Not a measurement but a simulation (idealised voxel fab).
This section sets out a process module, namely voxel self aligned vias.
Square cell edge 5 nm, section width 225 nm, ID cut.
How to read a cross-section here: the picture is a grid of square cells, written as bands going from the top down, and any band can span one or more rows of cells.
Each band's line starts with the height of the band's top and of its bottom, in nm. Then come its materials from left to right, each with its width in nm. One material with "full width" fills the band from edge to edge. "blank" is empty space.
For the purposes of this specification, 0 denotes the height below which the wafer in its as-received condition is composed wholly of one material, and the lowermost band, lacking a lower limit, extends downward without end, as expressed in "from 0 down".
So if you see something like "30->40" for the width, read it as the top row of the band sitting at the first number and the bottom row at the second, with every row in between moving by the same amount as the last.
No cell of the cross-section changed in a step that is given as "no change occurred".
Closed-off voids of 8+ cells (no open route to the top) go in "Closed void inventory", written width x height at distance from the left edge, in nm.
What comes after the settings on a step's line is commentary from the simulator itself on that step.
Each step line may optionally specify "overlay nm", which for a step with a mask gives the rightward distance between the mask's planned place and where it lay, a negative value indicating the leftward direction.
Below you will find pairs of cross-sections. In each, one shows the wafer before one process step and the other after it, with the after view ending at the lowest band that changed. Under each pair is the step separating them, along with its settings. Do not assume the pairs form a chain: they can come from different runs of this module on the same starting wafer, and a pair continues from the pair above it only when its "Pre-process state" entry says so.

-- Pre-process state
- from 75 to 70  Cu full width
- from 70 to 65  TiN=75, Cu=25, TiN=30, Cu=25, TiN=70
- from 65 to 55  SiO2=70, TiN=5, Cu=25, TiN=5, SiO2=20, TiN=5, Cu=25, TiN=5, SiO2=65
- from 55 to 50  SiO2=70, TiN=10, Cu=10, TiN=15, SiO2=20, TiN=10, Cu=10, TiN=15, SiO2=65
- from 50 to 45  SiO2=75, TiN=20, SiO2=35, TiN=20, SiO2=75
- from 45 to 25  SiO2=75, TiN=5, Ru=10, TiN=5, SiO2=35, TiN=5, Ru=10, TiN=5, SiO2=75
- from 25 to 20  SiO2=75, TiN=20, SiO2=35, TiN=20, SiO2=75
- from 20 to 15  SiCN full width
- from 15 to 0  SiO2 full width
- from 0 down  Si full width
- Closed void inventory: none

-- Result of Step
- from 65 to 55  SiO2=70, TiN=5, Cu=25, TiN=5, SiO2=20, TiN=5, Cu=25, TiN=5, SiO2=65
- All layers under 55 are left as they were.
- Closed void inventory: none
Which operation lies between the before and after views above? CMP, height nm 65

Pre-process state: as in the pair right above, post-step view.

-- Result of Step
- from 70 to 65  SiN full width
- All layers under 65 are left as they were.
- Closed void inventory: none
Which operation lies between the before and after views above? CONFORMAL_DEP, material SiN, thk nm 5

-- Pre-process state
- from 65 to 50  aC full width
- from 50 to 20  SiO2 full width
- from 20 to 15  SiCN full width
- from 15 to 0  SiO2 full width
- from 0 down  Si full width
- Closed void inventory: none

-- Result of Step
- from 95 to 65  resist=80, blank=20, resist=35, blank=20, resist=70
- All layers under 65 are left as they were.
- Closed void inventory: none
Which operation lies between the before and after views above? PATTERN, tone open, mask id LINES, material resist, width nm 20, pitch nm 55, thk nm 30, overlay nm 5

Pre-process state: as in the pair right above, post-step view.

-- Result of Step
- from 80 to 65  resist=80, blank=20, resist=35, blank=20, resist=70
- from 65 to 50  aC=80, blank=20, aC=35, blank=20, aC=70
- All layers under 50 are left as they were.
- Closed void inventory: none
Which operation lies between the before and after views above? DIRECTIONAL_ETCH, etch materials aC, depth nm 15

Pre-process state: as in the pair right above, post-step view.

-- Result of Step
- from 65 to 50  aC=80, blank=20, aC=35, blank=20, aC=70
- All layers under 50 are left as they were.
- Closed void inventory: none
Which operation lies between the before and after views above? STRIP, etch materials resist

Pre-process state: as in the pair right above, post-step view.

-- Result of Step
- from 65 to 50  aC=80, blank=20, aC=35, blank=20, aC=70
- from 50 to 20  SiO2=80, blank=20, SiO2=35, blank=20, SiO2=70
- All layers under 20 are left as they were.
- Closed void inventory: none
Which operation lies between the before and after views above? DIRECTIONAL_ETCH, etch materials SiO2, depth nm 30

Pre-process state: as in the pair right above, post-step view.

-- Result of Step
- from 50 to 20  SiO2=80, blank=20, SiO2=35, blank=20, SiO2=70
- All layers under 20 are left as they were.
- Closed void inventory: none
Which operation lies between the before and after views above? STRIP, etch materials aC

Pre-process state: as in the pair right above, post-step view.

-- Result of Step
- from 55 to 50  TiN=85, blank=10, TiN=45, blank=10, TiN=75
- from 50 to 25  SiO2=80, TiN=5, blank=10, TiN=5, SiO2=35, TiN=5, blank=10, TiN=5, SiO2=70
- from 25 to 20  SiO2=80, TiN=20, SiO2=35, TiN=20, SiO2=70
- All layers under 20 are left as they were.
- Closed void inventory: none
Which operation lies between the before and after views above? CONFORMAL_DEP, material TiN, thk nm 5

Pre-process state: as in the pair right above, post-step view.

-- Result of Step
- from 60 to 55  Ru full width
- from 55 to 50  TiN=85, Ru=10, TiN=45, Ru=10, TiN=75
- from 50 to 25  SiO2=80, TiN=5, Ru=10, TiN=5, SiO2=35, TiN=5, Ru=10, TiN=5, SiO2=70
- All layers under 25 are left as they were.
- Closed void inventory: none
Which operation lies between the before and after views above? FILL_DEP, material Ru, thk nm 5

Pre-process state: as in the pair right above, post-step view.

-- Result of Step
- from 50 to 25  SiO2=80, TiN=5, Ru=10, TiN=5, SiO2=35, TiN=5, Ru=10, TiN=5, SiO2=70
- All layers under 25 are left as they were.
- Closed void inventory: none
Which operation lies between the before and after views above? CMP, height nm 50

Pre-process state: as in the pair right above, post-step view.

-- Result of Step
- from 50 to 45  SiO2=80, blank=20, SiO2=35, blank=20, SiO2=70
- All layers under 45 are left as they were.
- Closed void inventory: none
Which operation lies between the before and after views above? SELECTIVE_ETCH, etch materials W Ru TiN, depth nm 5

Pre-process state: as in the pair right above, post-step view.

-- Result of Step
- from 60 to 50  SiN full width
- from 50 to 45  SiO2=80, SiN=20, SiO2=35, SiN=20, SiO2=70
- All layers under 45 are left as they were.
- Closed void inventory: none
Which operation lies between the before and after views above? FILL_DEP, material SiN, thk nm 10

Pre-process state: as in the pair right above, post-step view.

-- Result of Step
- from 50 to 45  SiO2=80, SiN=20, SiO2=35, SiN=20, SiO2=70
- All layers under 45 are left as they were.
- Closed void inventory: none
Which operation lies between the before and after views above? CMP, height nm 50

Pre-process state: as in the pair right above, post-step view.

-- Result of Step
- from 65 to 50  SiO2 full width
- All layers under 50 are left as they were.
- Closed void inventory: none
Which operation lies between the before and after views above? DIRECTIONAL_DEP, material SiO2, thk nm 15

Pre-process state: as in the pair right above, post-step view.

-- Result of Step
- from 80 to 65  resist=65, blank=40, resist=15, blank=40, resist=65
- All layers under 65 are left as they were.
- Closed void inventory: none
Which operation lies between the before and after views above? PATTERN, tone open, mask id VIAS, material resist, width nm 40, pitch nm 55, thk nm 15, overlay nm 0

Pre-process state: as in the pair right above, post-step view.

-- Result of Step
- from 80 to 65  resist=65, blank=40, resist=15, blank=40, resist=65
- from 65 to 50  SiO2=65, blank=40, SiO2=15, blank=40, SiO2=65
- All layers under 50 are left as they were.
- Closed void inventory: none
Which operation lies between the before and after views above? DIRECTIONAL_ETCH, etch materials SiO2, depth nm 15

Pre-process state: as in the pair right above, post-step view.

-- Result of Step
- from 80 to 65  resist=65, blank=40, resist=15, blank=40, resist=65
- from 65 to 50  SiO2=65, blank=40, SiO2=15, blank=40, SiO2=65
- from 50 to 45  SiO2=80, blank=20, SiO2=35, blank=20, SiO2=70
- All layers under 45 are left as they were.
- Closed void inventory: none
Which operation lies between the before and after views above? DIRECTIONAL_ETCH, etch materials SiN, depth nm 5

Pre-process state: as in the pair right above, post-step view.

-- Result of Step
- from 65 to 50  SiO2=65, blank=40, SiO2=15, blank=40, SiO2=65
- All layers under 50 are left as they were.
- Closed void inventory: none
Which operation lies between the before and after views above? STRIP, etch materials resist

Pre-process state: as in the pair right above, post-step view.

-- Result of Step
- from 70 to 65  TiN=70, blank=30, TiN=25, blank=30, TiN=70
- from 65 to 55  SiO2=65, TiN=5, blank=30, TiN=5, SiO2=15, TiN=5, blank=30, TiN=5, SiO2=65
- from 55 to 50  SiO2=65, TiN=20, blank=10, TiN=10, SiO2=15, TiN=20, blank=10, TiN=10, SiO2=65
- from 50 to 45  SiO2=80, TiN=20, SiO2=35, TiN=20, SiO2=70
- All layers under 45 are left as they were.
- Closed void inventory: none
Which operation lies between the before and after views above? CONFORMAL_DEP, material TiN, thk nm 5

Pre-process state: as in the pair right above, post-step view.

-- Result of Step
- from 75 to 70  Cu full width
- from 70 to 65  TiN=70, Cu=30, TiN=25, Cu=30, TiN=70
- from 65 to 55  SiO2=65, TiN=5, Cu=30, TiN=5, SiO2=15, TiN=5, Cu=30, TiN=5, SiO2=65
- from 55 to 50  SiO2=65, TiN=20, Cu=10, TiN=10, SiO2=15, TiN=20, Cu=10, TiN=10, SiO2=65
- All layers under 50 are left as they were.
- Closed void inventory: none
Which operation lies between the before and after views above? FILL_DEP, material Cu, thk nm 5

Pre-process state: as in the pair right above, post-step view.

-- Result of Step
- from 65 to 55  SiO2=65, TiN=5, Cu=30, TiN=5, SiO2=15, TiN=5, Cu=30, TiN=5, SiO2=65
- All layers under 55 are left as they were.
- Closed void inventory: none
Which operation lies between the before and after views above? CMP, height nm 65

Pre-process state: as in the pair right above, post-step view.

-- Result of Step
- from 70 to 65  SiN full width
- All layers under 65 are left as they were.
- Closed void inventory: none
Which operation lies between the before and after views above? CONFORMAL_DEP, material SiN, thk nm 5

-- Pre-process state
- from 20 to 15  SiCN full width
- from 15 to 0  SiO2 full width
- from 0 down  Si full width
- Closed void inventory: none

-- Result of Step
- from 50 to 20  TiN full width
- All layers under 20 are left as they were.
- Closed void inventory: none
Which operation lies between the before and after views above? DIRECTIONAL_DEP, material TiN, thk nm 30

Pre-process state: as in the pair right above, post-step view.

-- Result of Step
- from 65 to 50  aC full width
- All layers under 50 are left as they were.
- Closed void inventory: none
Which operation lies between the before and after views above? DIRECTIONAL_DEP, material aC, thk nm 15

Pre-process state: as in the pair right above, post-step view.

-- Result of Step
- from 95 to 65  resist=75, blank=20, resist=35, blank=20, resist=75
- All layers under 65 are left as they were.
- Closed void inventory: none
Which operation lies between the before and after views above? PATTERN, tone open, mask id LINES, material resist, width nm 20, pitch nm 55, thk nm 30, overlay nm 0

Pre-process state: as in the pair right above, post-step view.

-- Result of Step
- from 80 to 65  resist=75, blank=20, resist=35, blank=20, resist=75
- from 65 to 50  aC=75, blank=20, aC=35, blank=20, aC=75
- All layers under 50 are left as they were.
- Closed void inventory: none
Which operation lies between the before and after views above? DIRECTIONAL_ETCH, etch materials aC, depth nm 15

Pre-process state: as in the pair right above, post-step view.

-- Result of Step
- from 65 to 50  aC=75, blank=20, aC=35, blank=20, aC=75
- All layers under 50 are left as they were.
- Closed void inventory: none
Which operation lies between the before and after views above? STRIP, etch materials resist

Pre-process state: as in the pair right above, post-step view.

-- Result of Step
- from 50 to 20  TiN full width
- All layers under 20 are left as they were.
- Closed void inventory: none
Which operation lies between the before and after views above? STRIP, etch materials aC

Pre-process state: as in the pair right above, post-step view.

-- Result of Step
- from 55 to 20  TiN full width
- All layers under 20 are left as they were.
- Closed void inventory: none
Which operation lies between the before and after views above? CONFORMAL_DEP, material TiN, thk nm 5

Pre-process state: as in the pair right above, post-step view.

-- Result of Step
- from 60 to 55  Ru full width
- All layers under 55 are left as they were.
- Closed void inventory: none
Which operation lies between the before and after views above? FILL_DEP, material Ru, thk nm 5

Pre-process state: as in the pair right above, post-step view.

-- Result of Step
- from 50 to 20  TiN full width
- All layers under 20 are left as they were.
- Closed void inventory: none
Which operation lies between the before and after views above? CMP, height nm 50

Pre-process state: as in the pair right above, post-step view.

-- Result of Step
- from 45 to 20  TiN full width
- All layers under 20 are left as they were.
- Closed void inventory: none
Which operation lies between the before and after views above? SELECTIVE_ETCH, etch materials W Ru TiN, depth nm 5

Pre-process state: as in the pair right above, post-step view.

-- Result of Step
- from 55 to 45  SiN full width
- All layers under 45 are left as they were.
- Closed void inventory: none
Which operation lies between the before and after views above? FILL_DEP, material SiN, thk nm 10

Pre-process state: as in the pair right above, post-step view.

-- Result of Step
- from 50 to 45  SiN full width
- All layers under 45 are left as they were.
- Closed void inventory: none
Which operation lies between the before and after views above? CMP, height nm 50

Pre-process state: as in the pair right above, post-step view.

-- Result of Step
- from 65 to 50  SiO2 full width
- All layers under 50 are left as they were.
- Closed void inventory: none
Which operation lies between the before and after views above? DIRECTIONAL_DEP, material SiO2, thk nm 15

Pre-process state: as in the pair right above, post-step view.

-- Result of Step
- from 80 to 65  resist=65, blank=40, resist=15, blank=40, resist=65
- All layers under 65 are left as they were.
- Closed void inventory: none
Which operation lies between the before and after views above? PATTERN, tone open, mask id VIAS, material resist, width nm 40, pitch nm 55, thk nm 15, overlay nm 0

Pre-process state: as in the pair right above, post-step view.

-- Result of Step
- from 80 to 65  resist=65, blank=40, resist=15, blank=40, resist=65
- from 65 to 50  SiO2=65, blank=40, SiO2=15, blank=40, SiO2=65
- All layers under 50 are left as they were.
- Closed void inventory: none
Which operation lies between the before and after views above? DIRECTIONAL_ETCH, etch materials SiO2, depth nm 15

Pre-process state: as in the pair right above, post-step view.

-- Result of Step
- from 80 to 65  resist=65, blank=40, resist=15, blank=40, resist=65
- from 65 to 50  SiO2=65, blank=40, SiO2=15, blank=40, SiO2=65
- from 50 to 45  SiN=65, blank=40, SiN=15, blank=40, SiN=65
- All layers under 45 are left as they were.
- Closed void inventory: none
Which operation lies between the before and after views above? DIRECTIONAL_ETCH, etch materials SiN, depth nm 5

Pre-process state: as in the pair right above, post-step view.

-- Result of Step
- from 65 to 50  SiO2=65, blank=40, SiO2=15, blank=40, SiO2=65
- All layers under 50 are left as they were.
- Closed void inventory: none
Which operation lies between the before and after views above? STRIP, etch materials resist

Pre-process state: as in the pair right above, post-step view.

-- Result of Step
- from 70 to 65  TiN=70, blank=30, TiN=25, blank=30, TiN=70
- from 65 to 50  SiO2=65, TiN=5, blank=30, TiN=5, SiO2=15, TiN=5, blank=30, TiN=5, SiO2=65
- from 50 to 45  SiN=65, TiN=40, SiN=15, TiN=40, SiN=65
- All layers under 45 are left as they were.
- Closed void inventory: none
Which operation lies between the before and after views above? CONFORMAL_DEP, material TiN, thk nm 5

Pre-process state: as in the pair right above, post-step view.

-- Result of Step
- from 75 to 70  Cu full width
- from 70 to 65  TiN=70, Cu=30, TiN=25, Cu=30, TiN=70
- from 65 to 50  SiO2=65, TiN=5, Cu=30, TiN=5, SiO2=15, TiN=5, Cu=30, TiN=5, SiO2=65
- All layers under 50 are left as they were.
- Closed void inventory: none
Which operation lies between the before and after views above? FILL_DEP, material Cu, thk nm 5

Pre-process state: as in the pair right above, post-step view.

-- Result of Step
- from 65 to 50  SiO2=65, TiN=5, Cu=30, TiN=5, SiO2=15, TiN=5, Cu=30, TiN=5, SiO2=65
- All layers under 50 are left as they were.
- Closed void inventory: none
Which operation lies between the before and after views above? CMP, height nm 65

Pre-process state: as in the pair right above, post-step view.

-- Result of Step
- from 70 to 65  SiN full width
- All layers under 65 are left as they were.
- Closed void inventory: none
Which operation lies between the before and after views above? CONFORMAL_DEP, material SiN, thk nm 5

-- Pre-process state
- from 65 to 50  SiO2 full width
- from 50 to 45  SiO2=75, SiN=20, SiO2=35, SiN=20, SiO2=75
- from 45 to 25  SiO2=75, TiN=5, Ru=10, TiN=5, SiO2=35, TiN=5, Ru=10, TiN=5, SiO2=75
- from 25 to 20  SiO2=75, TiN=20, SiO2=35, TiN=20, SiO2=75
- from 20 to 15  SiCN full width
- from 15 to 0  SiO2 full width
- from 0 down  Si full width
- Closed void inventory: none

-- Result of Step
- from 80 to 65  blank=65, resist=40, blank=15, resist=40, blank=65
- All layers under 65 are left as they were.
- Closed void inventory: none
Which operation lies between the before and after views above? PATTERN, tone cover, mask id VIAS, material resist, width nm 40, pitch nm 55, thk nm 15, overlay nm 0

Pre-process state: as in the pair right above, post-step view.

-- Result of Step
- from 80 to 65  blank=65, resist=40, blank=15, resist=40, blank=65
- from 65 to 50  blank=65, SiO2=40, blank=15, SiO2=40, blank=65
- All layers under 50 are left as they were.
- Closed void inventory: none
Which operation lies between the before and after views above? DIRECTIONAL_ETCH, etch materials SiO2, depth nm 15

Pre-process state: as in the pair right above, post-step view.

-- Result of Step
- from 65 to 50  blank=65, SiO2=40, blank=15, SiO2=40, blank=65
- All layers under 50 are left as they were.
- Closed void inventory: none
Which operation lies between the before and after views above? STRIP, etch materials resist

Pre-process state: as in the pair right above, post-step view.

-- Result of Step
- from 70 to 65  blank=60, TiN=50, blank=5, TiN=50, blank=60
- from 65 to 55  blank=60, TiN=5, SiO2=40, TiN=5, blank=5, TiN=5, SiO2=40, TiN=5, blank=60
- from 55 to 50  TiN=65, SiO2=40, TiN=15, SiO2=40, TiN=65
- All layers under 50 are left as they were.
- Closed void inventory: none
Which operation lies between the before and after views above? CONFORMAL_DEP, material TiN, thk nm 5

Pre-process state: as in the pair right above, post-step view.

-- Result of Step
- from 75 to 70  Cu full width
- from 70 to 65  Cu=60, TiN=50, Cu=5, TiN=50, Cu=60
- from 65 to 55  Cu=60, TiN=5, SiO2=40, TiN=5, Cu=5, TiN=5, SiO2=40, TiN=5, Cu=60
- All layers under 55 are left as they were.
- Closed void inventory: none
Which operation lies between the before and after views above? FILL_DEP, material Cu, thk nm 5

Pre-process state: as in the pair right above, post-step view.

-- Result of Step
- from 65 to 55  Cu=60, TiN=5, SiO2=40, TiN=5, Cu=5, TiN=5, SiO2=40, TiN=5, Cu=60
- All layers under 55 are left as they were.
- Closed void inventory: none
Which operation lies between the before and after views above? CMP, height nm 65

Pre-process state: as in the pair right above, post-step view.

-- Result of Step
- from 70 to 65  SiN full width
- All layers under 65 are left as they were.
- Closed void inventory: none
Which operation lies between the before and after views above? CONFORMAL_DEP, material SiN, thk nm 5
